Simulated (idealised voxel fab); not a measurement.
Herein follows the process module entitled voxel released beams.
We display cut, a cross-section 280 nm in width whose square cells are each 5 nm.
Notation: cross-section as square-cell grid; stated in bands, top first, going down; one or more cell rows per band.
Band: top height; bottom height; in nm. Then, left to right: material with width in nm, for each material. "edge to edge": a single material spanning edge to edge. "air": empty space.
Zero point of the height axis is 0; under it, received wafer = one material. Lowest band: continues down indefinitely, "z 0 and below".
A two-number width, for instance "30->40", indicates that the width is equal to the first number in the top row of the band and to the second number in the bottom row, and that it changes by a constant amount per row of cells.
"remained the same" after a step means that no cell of the cross-section changed.
Heads up: "Enclosed internal cavities" only lists the empty pockets with no open path to the top that are 8 cells or more, and it writes them as width x height at distance, distance from the left edge, in nm.
Note: text after step settings on the step line = simulator remark on that step.
Among the settings permitted on a step's line is "overlay nm"; applied to a step with a mask, it specifies the extent to which the mask lay to the right of its planned position, whereas a negative figure signifies a position to the left.
Layout of what follows: cross-section pairs, each bracketing one process step, the after cross-section shown only to the lowest band that changed, the step between and its settings noted under each pair. Pairs may originate in different runs of this module on the same starting wafer; a pair continues from the pair above only where its entry headed "Geometry before processing" says so.

[Geometry before processing]
    z 0 and below = Si edge to edge
    Enclosed internal cavities: none

[As Processed]
    z 5 to 0 = Al2O3 edge to edge
    Under the height 0 nothing was changed.
    Enclosed internal cavities: none
The structure goes from the before cross-section above to the after cross-section through CONFORMAL_DEP (material Al2O3; thk nm 5)

Geometry before processing: Reference is made to the cross-section shown after the step in the pair directly above, which represents the state prior to this step.

[As Processed]
    z 15 to 5 = SiO2 edge to edge
    Under the height 5 nothing was changed.
    Enclosed internal cavities: none
The structure goes from the before cross-section above to the after cross-section through DIRECTIONAL_DEP (material SiO2; thk nm 10)

Geometry before processing: Reference is made to the cross-section shown after the step in the pair directly above, which represents the state prior to this step.

[As Processed]
    z 25 to 15 = aC edge to edge
    Under the height 15 nothing was changed.
    Enclosed internal cavities: none
The structure goes from the before cross-section above to the after cross-section through DIRECTIONAL_DEP (material aC; thk nm 10)

Geometry before processing: Reference is made to the cross-section shown after the step in the pair directly above, which represents the state prior to this step.

[As Processed]
    z 50 to 25 = 100 of resist, 40 of air, 140 of resist
    Under the height 25 nothing was changed.
    Enclosed internal cavities: none
The structure goes from the before cross-section above to the after cross-section through PATTERN (tone open; mask id ANCHOR; material resist; width nm 40; thk nm 25; overlay nm 0)

Geometry before processing: Reference is made to the cross-section shown after the step in the pair directly above, which represents the state prior to this step.

[As Processed]
    z 40 to 25 = 100 of resist, 40 of air, 140 of resist
    z 25 to 15 = 100 of aC, 40 of air, 140 of aC
    Under the height 15 nothing was changed.
    Enclosed internal cavities: none
The structure goes from the before cross-section above to the after cross-section through DIRECTIONAL_ETCH (etch materials aC; depth nm 10)

Geometry before processing: Reference is made to the cross-section shown after the step in the pair directly above, which represents the state prior to this step.

[As Processed]
    z 25 to 15 = 100 of aC, 40 of air, 140 of aC
    Under the height 15 nothing was changed.
    Enclosed internal cavities: none
The structure goes from the before cross-section above to the after cross-section through STRIP (etch materials resist)

Geometry before processing: Reference is made to the cross-section shown after the step in the pair directly above, which represents the state prior to this step.

[As Processed]
    z 25 to 15 = 100 of aC, 40 of air, 140 of aC
    z 15 to 5 = 100 of SiO2, 40 of air, 140 of SiO2
    Under the height 5 nothing was changed.
    Enclosed internal cavities: none
The structure goes from the before cross-section above to the after cross-section through DIRECTIONAL_ETCH (etch materials SiO2; depth nm 10)

Geometry before processing: Reference is made to the cross-section shown after the step in the pair directly above, which represents the state prior to this step.

[As Processed]
    z 15 to 5 = 100 of SiO2, 40 of air, 140 of SiO2
    Under the height 5 nothing was changed.
    Enclosed internal cavities: none
The structure goes from the before cross-section above to the after cross-section through STRIP (etch materials aC)

Geometry before processing: Reference is made to the cross-section shown after the step in the pair directly above, which represents the state prior to this step.

[As Processed]
    z 30 to 20 = 115 of SiN, 10 of air, 155 of SiN
    z 20 to 15 = SiN edge to edge
    z 15 to 5 = 100 of SiO2, 40 of SiN, 140 of SiO2
    Under the height 5 nothing was changed.
    Enclosed internal cavities: none
The structure goes from the before cross-section above to the after cross-section through CONFORMAL_DEP (material SiN; thk nm 15)

Geometry before processing: Reference is made to the cross-section shown after the step in the pair directly above, which represents the state prior to this step.

[As Processed]
    z 30 to 20 = 95 of air, 20 of SiN, 10 of air, 55 of SiN, 100 of air
    z 20 to 15 = 95 of air, 85 of SiN, 100 of air
    Under the height 15 nothing was changed.
    Enclosed internal cavities: none
The structure goes from the before cross-section above to the after cross-section through MASKED_ETCH (tone cover; mask id BEAM; width nm 85; etch materials SiN; depth nm 15; overlay nm 0)

Geometry before processing: Reference is made to the cross-section shown after the step in the pair directly above, which represents the state prior to this step.

[As Processed]
    z 30 to 20 = 95 of air, 20 of SiN, 10 of air, 55 of SiN, 100 of air
    z 20 to 15 = 95 of air, 85 of SiN, 100 of air
    z 15 to 5 = 100 of air, 40 of SiN, 140 of air
    Under the height 5 nothing was changed.
    Enclosed internal cavities: none
The structure goes from the before cross-section above to the after cross-section through STRIP (etch materials SiO2)

[Geometry before processing]
    z 0 and below = Si edge to edge
    Enclosed internal cavities: none

[As Processed]
    z 10 to 0 = SiO2 edge to edge
    Under the height 0 nothing was changed.
    Enclosed internal cavities: none
The structure goes from the before cross-section above to the after cross-section through DIRECTIONAL_DEP (material SiO2; thk nm 10)

Geometry before processing: Reference is made to the cross-section shown after the step in the pair directly above, which represents the state prior to this step.

[As Processed]
    z 20 to 10 = aC edge to edge
    Under the height 10 nothing was changed.
    Enclosed internal cavities: none
The structure goes from the before cross-section above to the after cross-section through DIRECTIONAL_DEP (material aC; thk nm 10)

Geometry before processing: Reference is made to the cross-section shown after the step in the pair directly above, which represents the state prior to this step.

[As Processed]
    z 45 to 20 = 100 of resist, 40 of air, 140 of resist
    Under the height 20 nothing was changed.
    Enclosed internal cavities: none
The structure goes from the before cross-section above to the after cross-section through PATTERN (tone open; mask id ANCHOR; material resist; width nm 40; thk nm 25; overlay nm 0)

Geometry before processing: Reference is made to the cross-section shown after the step in the pair directly above, which represents the state prior to this step.

[As Processed]
    z 35 to 20 = 100 of resist, 40 of air, 140 of resist
    z 20 to 10 = 100 of aC, 40 of air, 140 of aC
    Under the height 10 nothing was changed.
    Enclosed internal cavities: none
The structure goes from the before cross-section above to the after cross-section through DIRECTIONAL_ETCH (etch materials aC; depth nm 10)

Geometry before processing: Reference is made to the cross-section shown after the step in the pair directly above, which represents the state prior to this step.

[As Processed]
    z 20 to 10 = 100 of aC, 40 of air, 140 of aC
    Under the height 10 nothing was changed.
    Enclosed internal cavities: none
The structure goes from the before cross-section above to the after cross-section through STRIP (etch materials resist)

Geometry before processing: Reference is made to the cross-section shown after the step in the pair directly above, which represents the state prior to this step.

[As Processed]
    z 20 to 10 = 100 of aC, 40 of air, 140 of aC
    z 10 to 0 = 100 of SiO2, 40 of air, 140 of SiO2
    Under the height 0 nothing was changed.
    Enclosed internal cavities: none
The structure goes from the before cross-section above to the after cross-section through DIRECTIONAL_ETCH (etch materials SiO2; depth nm 10)

Geometry before processing: Reference is made to the cross-section shown after the step in the pair directly above, which represents the state prior to this step.

[As Processed]
    z 10 to 0 = 100 of SiO2, 40 of air, 140 of SiO2
    Under the height 0 nothing was changed.
    Enclosed internal cavities: none
The structure goes from the before cross-section above to the after cross-section through STRIP (etch materials aC)

Geometry before processing: Reference is made to the cross-section shown after the step in the pair directly above, which represents the state prior to this step.

[As Processed]
    z 25 to 15 = 115 of SiN, 10 of air, 155 of SiN
    z 15 to 10 = SiN edge to edge
    z 10 to 0 = 100 of SiO2, 40 of SiN, 140 of SiO2
    Under the height 0 nothing was changed.
    Enclosed internal cavities: none
The structure goes from the before cross-section above to the after cross-section through CONFORMAL_DEP (material SiN; thk nm 15)

Geometry before processing: Reference is made to the cross-section shown after the step in the pair directly above, which represents the state prior to this step.

[As Processed]
    z 25 to 15 = 95 of air, 20 of SiN, 10 of air, 55 of SiN, 100 of air
    z 15 to 10 = 95 of air, 85 of SiN, 100 of air
    Under the height 10 nothing was changed.
    Enclosed internal cavities: none
The structure goes from the before cross-section above to the after cross-section through MASKED_ETCH (tone cover; mask id BEAM; width nm 85; etch materials SiN; depth nm 15; overlay nm 0)

Geometry before processing: Reference is made to the cross-section shown after the step in the pair directly above, which represents the state prior to this step.

[As Processed]
    z 25 to 15 = 95 of air, 20 of SiN, 10 of air, 55 of SiN, 100 of air
    z 15 to 10 = 95 of air, 85 of SiN, 100 of air
    z 10 to 0 = 100 of air, 40 of SiN, 140 of air
    Under the height 0 nothing was changed.
    Enclosed internal cavities: none
The structure goes from the before cross-section above to the after cross-section through STRIP (etch materials SiO2)

[Geometry before processing]
    z 30 to 20 = 115 of SiN, 10 of air, 155 of SiN
    z 20 to 15 = SiN edge to edge
    z 15 to 5 = 100 of SiO2, 40 of SiN, 140 of SiO2
    z 5 to 0 = Al2O3 edge to edge
    z 0 and below = Si edge to edge
    Enclosed internal cavities: none

[As Processed]
    z 45 to 15 = SiN edge to edge
    Under the height 15 nothing was changed.
    Enclosed internal cavities: none
The structure goes from the before cross-section above to the after cross-section through CONFORMAL_DEP (material SiN; thk nm 15)

Geometry before processing: Reference is made to the cross-section shown after the step in the pair directly above, which represents the state prior to this step.

[As Processed]
    z 45 to 30 = 95 of air, 85 of SiN, 100 of air
    Under the height 30 nothing was changed.
    Enclosed internal cavities: none
The structure goes from the before cross-section above to the after cross-section through MASKED_ETCH (tone cover; mask id BEAM; width nm 85; etch materials SiN; depth nm 15; overlay nm 0)

[Geometry before processing]
    z 10 to 0 = SiO2 edge to edge
    z 0 and below = Si edge to edge
    Enclosed internal cavities: none

[As Processed]
    z 15 to 10 = Al2O3 edge to edge
    Under the height 10 nothing was changed.
    Enclosed internal cavities: none
The structure goes from the before cross-section above to the after cross-section through CONFORMAL_DEP (material Al2O3; thk nm 5)

Geometry before processing: Reference is made to the cross-section shown after the step in the pair directly above, which represents the state prior to this step.

[As Processed]
    z 25 to 15 = aC edge to edge
    Under the height 15 nothing was changed.
    Enclosed internal cavities: none
The structure goes from the before cross-section above to the after cross-section through DIRECTIONAL_DEP (material aC; thk nm 10)

Geometry before processing: Reference is made to the cross-section shown after the step in the pair directly above, which represents the state prior to this step.

[As Processed]
    z 50 to 25 = 100 of resist, 40 of air, 140 of resist
    Under the height 25 nothing was changed.
    Enclosed internal cavities: none
The structure goes from the before cross-section above to the after cross-section through PATTERN (tone open; mask id ANCHOR; material resist; width nm 40; thk nm 25; overlay nm 0)

Geometry before processing: Reference is made to the cross-section shown after the step in the pair directly above, which represents the state prior to this step.

[As Processed]
    z 40 to 25 = 100 of resist, 40 of air, 140 of resist
    z 25 to 15 = 100 of aC, 40 of air, 140 of aC
    Under the height 15 nothing was changed.
    Enclosed internal cavities: none
The structure goes from the before cross-section above to the after cross-section through DIRECTIONAL_ETCH (etch materials aC; depth nm 10)

Geometry before processing: Reference is made to the cross-section shown after the step in the pair directly above, which represents the state prior to this step.

[As Processed]
    z 25 to 15 = 100 of aC, 40 of air, 140 of aC
    Under the height 15 nothing was changed.
    Enclosed internal cavities: none
The structure goes from the before cross-section above to the after cross-section through STRIP (etch materials resist)

Geometry before processing: Reference is made to the cross-section shown after the step in the pair directly above, which represents the state prior to this step.

[As Processed]
    z 15 to 10 = Al2O3 edge to edge
    Under the height 10 nothing was changed.
    Enclosed internal cavities: none
The structure goes from the before cross-section above to the after cross-section through STRIP (etch materials aC)

Geometry before processing: Reference is made to the cross-section shown after the step in the pair directly above, which represents the state prior to this step.

[As Processed]
    z 30 to 15 = SiN edge to edge
    Under the height 15 nothing was changed.
    Enclosed internal cavities: none
The structure goes from the before cross-section above to the after cross-section through CONFORMAL_DEP (material SiN; thk nm 15)

Geometry before processing: Reference is made to the cross-section shown after the step in the pair directly above, which represents the state prior to this step.

[As Processed]
    z 30 to 15 = 95 of air, 85 of SiN, 100 of air
    Under the height 15 nothing was changed.
    Enclosed internal cavities: none
The structure goes from the before cross-section above to the after cross-section through MASKED_ETCH (tone cover; mask id BEAM; width nm 85; etch materials SiN; depth nm 15; overlay nm 0)

[Geometry before processing]
    z 15 to 5 = 100 of SiO2, 40 of air, 140 of SiO2
    z 5 to 0 = Al2O3 edge to edge
    z 0 and below = Si edge to edge
    Enclosed internal cavities: none

[As Processed]
    z 40 to 15 = SiN edge to edge
    z 15 to 5 = 100 of SiO2, 40 of SiN, 140 of SiO2
    Under the height 5 nothing was changed.
    Enclosed internal cavities: none
The structure goes from the before cross-section above to the after cross-section through CONFORMAL_DEP (material SiN; thk nm 25)

Geometry before processing: Reference is made to the cross-section shown after the step in the pair directly above, which represents the state prior to this step.

[As Processed]
    z 40 to 25 = 95 of air, 85 of SiN, 100 of air
    Under the height 25 nothing was changed.
    Enclosed internal cavities: none
The structure goes from the before cross-section above to the after cross-section through MASKED_ETCH (tone cover; mask id BEAM; width nm 85; etch materials SiN; depth nm 15; overlay nm 0)

[Geometry before processing]
    z 25 to 15 = aC edge to edge
    z 15 to 5 = SiO2 edge to edge
    z 5 to 0 = Al2O3 edge to edge
    z 0 and below = Si edge to edge
    Enclosed internal cavities: none

[As Processed]
    z 50 to 25 = 100 of resist, 45 of air, 135 of resist
    Under the height 25 nothing was changed.
    Enclosed internal cavities: none
The structure goes from the before cross-section above to the after cross-section through PATTERN (tone open; mask id ANCHOR; material resist; width nm 45; thk nm 25; overlay nm 0)

Geometry before processing: Reference is made to the cross-section shown after the step in the pair directly above, which represents the state prior to this step.

[As Processed]
    z 40 to 25 = 100 of resist, 45 of air, 135 of resist
    z 25 to 15 = 100 of aC, 45 of air, 135 of aC
    Under the height 15 nothing was changed.
    Enclosed internal cavities: none
The structure goes from the before cross-section above to the after cross-section through DIRECTIONAL_ETCH (etch materials aC; depth nm 10)

Geometry before processing: Reference is made to the cross-section shown after the step in the pair directly above, which represents the state prior to this step.

[As Processed]
    z 25 to 15 = 100 of aC, 45 of air, 135 of aC
    Under the height 15 nothing was changed.
    Enclosed internal cavities: none
The structure goes from the before cross-section above to the after cross-section through STRIP (etch materials resist)

Geometry before processing: Reference is made to the cross-section shown after the step in the pair directly above, which represents the state prior to this step.

[As Processed]
    z 25 to 15 = 100 of aC, 45 of air, 135 of aC
    z 15 to 5 = 100 of SiO2, 45 of air, 135 of SiO2
    Under the height 5 nothing was changed.
    Enclosed internal cavities: none
The structure goes from the before cross-section above to the after cross-section through DIRECTIONAL_ETCH (etch materials SiO2; depth nm 10)

Geometry before processing: Reference is made to the cross-section shown after the step in the pair directly above, which represents the state prior to this step.

[As Processed]
    z 15 to 5 = 100 of SiO2, 45 of air, 135 of SiO2
    Under the height 5 nothing was changed.
    Enclosed internal cavities: none
The structure goes from the before cross-section above to the after cross-section through STRIP (etch materials aC)

Geometry before processing: Reference is made to the cross-section shown after the step in the pair directly above, which represents the state prior to this step.

[As Processed]
    z 30 to 20 = 115 of SiN, 15 of air, 150 of SiN
    z 20 to 15 = SiN edge to edge
    z 15 to 5 = 100 of SiO2, 45 of SiN, 135 of SiO2
    Under the height 5 nothing was changed.
    Enclosed internal cavities: none
The structure goes from the before cross-section above to the after cross-section through CONFORMAL_DEP (material SiN; thk nm 15)

Geometry before processing: Reference is made to the cross-section shown after the step in the pair directly above, which represents the state prior to this step.

[As Processed]
    z 30 to 20 = 95 of air, 20 of SiN, 15 of air, 50 of SiN, 100 of air
    z 20 to 15 = 95 of air, 85 of SiN, 100 of air
    Under the height 15 nothing was changed.
    Enclosed internal cavities: none
The structure goes from the before cross-section above to the after cross-section through MASKED_ETCH (tone cover; mask id BEAM; width nm 85; etch materials SiN; depth nm 15; overlay nm 0)

Geometry before processing: Reference is made to the cross-section shown after the step in the pair directly above, which represents the state prior to this step.

[As Processed]
    z 30 to 20 = 95 of air, 20 of SiN, 15 of air, 50 of SiN, 100 of air
    z 20 to 15 = 95 of air, 85 of SiN, 100 of air
    z 15 to 5 = 100 of air, 45 of SiN, 135 of air
    Under the height 5 nothing was changed.
    Enclosed internal cavities: none
The structure goes from the before cross-section above to the after cross-section through STRIP (etch materials SiO2)

[Geometry before processing]
    z 25 to 15 = aC edge to edge
    z 15 to 5 = SiO2 edge to edge
    z 5 to 0 = Al2O3 edge to edge
    z 0 and below = Si edge to edge
    Enclosed internal cavities: none

[As Processed]
    z 50 to 25 = 110 of resist, 40 of air, 130 of resist
    Under the height 25 nothing was changed.
    Enclosed internal cavities: none
The structure goes from the before cross-section above to the after cross-section through PATTERN (tone open; mask id ANCHOR; material resist; width nm 40; thk nm 25; overlay nm 10)

Geometry before processing: Reference is made to the cross-section shown after the step in the pair directly above, which represents the state prior to this step.

[As Processed]
    z 40 to 25 = 110 of resist, 40 of air, 130 of resist
    z 25 to 15 = 110 of aC, 40 of air, 130 of aC
    Under the height 15 nothing was changed.
    Enclosed internal cavities: none
The structure goes from the before cross-section above to the after cross-section through DIRECTIONAL_ETCH (etch materials aC; depth nm 10)

Geometry before processing: Reference is made to the cross-section shown after the step in the pair directly above, which represents the state prior to this step.

[As Processed]
    z 25 to 15 = 110 of aC, 40 of air, 130 of aC
    Under the height 15 nothing was changed.
    Enclosed internal cavities: none
The structure goes from the before cross-section above to the after cross-section through STRIP (etch materials resist)

Geometry before processing: Reference is made to the cross-section shown after the step in the pair directly above, which represents the state prior to this step.

[As Processed]
    z 25 to 15 = 110 of aC, 40 of air, 130 of aC
    z 15 to 5 = 110 of SiO2, 40 of air, 130 of SiO2
    Under the height 5 nothing was changed.
    Enclosed internal cavities: none
The structure goes from the before cross-section above to the after cross-section through DIRECTIONAL_ETCH (etch materials SiO2; depth nm 10)

Geometry before processing: Reference is made to the cross-section shown after the step in the pair directly above, which represents the state prior to this step.

[As Processed]
    z 15 to 5 = 110 of SiO2, 40 of air, 130 of SiO2
    Under the height 5 nothing was changed.
    Enclosed internal cavities: none
The structure goes from the before cross-section above to the after cross-section through STRIP (etch materials aC)

Geometry before processing: Reference is made to the cross-section shown after the step in the pair directly above, which represents the state prior to this step.

[As Processed]
    z 30 to 20 = 125 of SiN, 10 of air, 145 of SiN
    z 20 to 15 = SiN edge to edge
    z 15 to 5 = 110 of SiO2, 40 of SiN, 130 of SiO2
    Under the height 5 nothing was changed.
    Enclosed internal cavities: none
The structure goes from the before cross-section above to the after cross-section through CONFORMAL_DEP (material SiN; thk nm 15)

Geometry before processing: Reference is made to the cross-section shown after the step in the pair directly above, which represents the state prior to this step.

[As Processed]
    z 30 to 20 = 95 of air, 30 of SiN, 10 of air, 45 of SiN, 100 of air
    z 20 to 15 = 95 of air, 85 of SiN, 100 of air
    Under the height 15 nothing was changed.
    Enclosed internal cavities: none
The structure goes from the before cross-section above to the after cross-section through MASKED_ETCH (tone cover; mask id BEAM; width nm 85; etch materials SiN; depth nm 15; overlay nm 0)

Geometry before processing: Reference is made to the cross-section shown after the step in the pair directly above, which represents the state prior to this step.

[As Processed]
    z 30 to 20 = 95 of air, 30 of SiN, 10 of air, 45 of SiN, 100 of air
    z 20 to 15 = 95 of air, 85 of SiN, 100 of air
    z 15 to 5 = 110 of air, 40 of SiN, 130 of air
    Under the height 5 nothing was changed.
    Enclosed internal cavities: none
The structure goes from the before cross-section above to the after cross-section through STRIP (etch materials SiO2)

[Geometry before processing]
    z 0 and below = Si edge to edge
    Enclosed internal cavities: none

[As Processed]
    z 5 to 0 = SiN edge to edge
    Under the height 0 nothing was changed.
    Enclosed internal cavities: none
The structure goes from the before cross-section above to the after cross-section through CONFORMAL_DEP (material SiN; thk nm 5)

Geometry before processing: Reference is made to the cross-section shown after the step in the pair directly above, which represents the state prior to this step.

[As Processed]
    z 15 to 5 = SiO2 edge to edge
    Under the height 5 nothing was changed.
    Enclosed internal cavities: none
The structure goes from the before cross-section above to the after cross-section through DIRECTIONAL_DEP (material SiO2; thk nm 10)

Geometry before processing: Reference is made to the cross-section shown after the step in the pair directly above, which represents the state prior to this step.

[As Processed]
    z 25 to 15 = aC edge to edge
    Under the height 15 nothing was changed.
    Enclosed internal cavities: none
The structure goes from the before cross-section above to the after cross-section through DIRECTIONAL_DEP (material aC; thk nm 10)

Geometry before processing: Reference is made to the cross-section shown after the step in the pair directly above, which represents the state prior to this step.

[As Processed]
    z 50 to 25 = 100 of resist, 40 of air, 140 of resist
    Under the height 25 nothing was changed.
    Enclosed internal cavities: none
The structure goes from the before cross-section above to the after cross-section through PATTERN (tone open; mask id ANCHOR; material resist; width nm 40; thk nm 25; overlay nm 0)

Geometry before processing: Reference is made to the cross-section shown after the step in the pair directly above, which represents the state prior to this step.

[As Processed]
    z 40 to 25 = 100 of resist, 40 of air, 140 of resist
    z 25 to 15 = 100 of aC, 40 of air, 140 of aC
    Under the height 15 nothing was changed.
    Enclosed internal cavities: none
The structure goes from the before cross-section above to the after cross-section through DIRECTIONAL_ETCH (etch materials aC; depth nm 10)

Geometry before processing: Reference is made to the cross-section shown after the step in the pair directly above, which represents the state prior to this step.

[As Processed]
    z 25 to 15 = 100 of aC, 40 of air, 140 of aC
    Under the height 15 nothing was changed.
    Enclosed internal cavities: none
The structure goes from the before cross-section above to the after cross-section through STRIP (etch materials resist)

Geometry before processing: Reference is made to the cross-section shown after the step in the pair directly above, which represents the state prior to this step.

[As Processed]
    z 25 to 15 = 100 of aC, 40 of air, 140 of aC
    z 15 to 5 = 100 of SiO2, 40 of air, 140 of SiO2
    Under the height 5 nothing was changed.
    Enclosed internal cavities: none
The structure goes from the before cross-section above to the after cross-section through DIRECTIONAL_ETCH (etch materials SiO2; depth nm 10)

Geometry before processing: Reference is made to the cross-section shown after the step in the pair directly above, which represents the state prior to this step.

[As Processed]
    z 15 to 5 = 100 of SiO2, 40 of air, 140 of SiO2
    Under the height 5 nothing was changed.
    Enclosed internal cavities: none
The structure goes from the before cross-section above to the after cross-section through STRIP (etch materials aC)

Geometry before processing: Reference is made to the cross-section shown after the step in the pair directly above, which represents the state prior to this step.

[As Processed]
    z 30 to 20 = 115 of SiN, 10 of air, 155 of SiN
    z 20 to 15 = SiN edge to edge
    z 15 to 5 = 100 of SiO2, 40 of SiN, 140 of SiO2
    Under the height 5 nothing was changed.
    Enclosed internal cavities: none
The structure goes from the before cross-section above to the after cross-section through CONFORMAL_DEP (material SiN; thk nm 15)

Geometry before processing: Reference is made to the cross-section shown after the step in the pair directly above, which represents the state prior to this step.

[As Processed]
    z 30 to 20 = 95 of air, 20 of SiN, 10 of air, 55 of SiN, 100 of air
    z 20 to 15 = 95 of air, 85 of SiN, 100 of air
    Under the height 15 nothing was changed.
    Enclosed internal cavities: none
The structure goes from the before cross-section above to the after cross-section through MASKED_ETCH (tone cover; mask id BEAM; width nm 85; etch materials SiN; depth nm 15; overlay nm 0)

Geometry before processing: Reference is made to the cross-section shown after the step in the pair directly above, which represents the state prior to this step.

[As Processed]
    z 30 to 20 = 95 of air, 20 of SiN, 10 of air, 55 of SiN, 100 of air
    z 20 to 15 = 95 of air, 85 of SiN, 100 of air
    z 15 to 5 = 100 of air, 40 of SiN, 140 of air
    Under the height 5 nothing was changed.
    Enclosed internal cavities: none
The structure goes from the before cross-section above to the after cross-section through STRIP (etch materials SiO2)

[Geometry before processing]
    z 30 to 20 = 115 of SiN, 10 of air, 155 of SiN
    z 20 to 15 = SiN edge to edge
    z 15 to 5 = 100 of SiO2, 40 of SiN, 140 of SiO2
    z 5 to 0 = Al2O3 edge to edge
    z 0 and below = Si edge to edge
    Enclosed internal cavities: none

[As Processed]
    z 30 to 15 = 95 of SiN, 85 of air, 100 of SiN
    z 15 to 5 = 100 of SiO2, 15 of SiN, 10 of air, 15 of SiN, 140 of SiO2
    Under the height 5 nothing was changed.
    Enclosed internal cavities: none
The structure goes from the before cross-section above to the after cross-section through MASKED_ETCH (tone open; mask id BEAM; width nm 85; etch materials SiN; depth nm 15; overlay nm 0)

Geometry before processing: Reference is made to the cross-section shown after the step in the pair directly above, which represents the state prior to this step.

[As Processed]
    z 15 to 5 = 100 of air, 15 of SiN, 10 of air, 15 of SiN, 140 of air
    Under the height 5 nothing was changed.
    Enclosed internal cavities: none
The structure goes from the before cross-section above to the after cross-section through STRIP (etch materials SiO2)
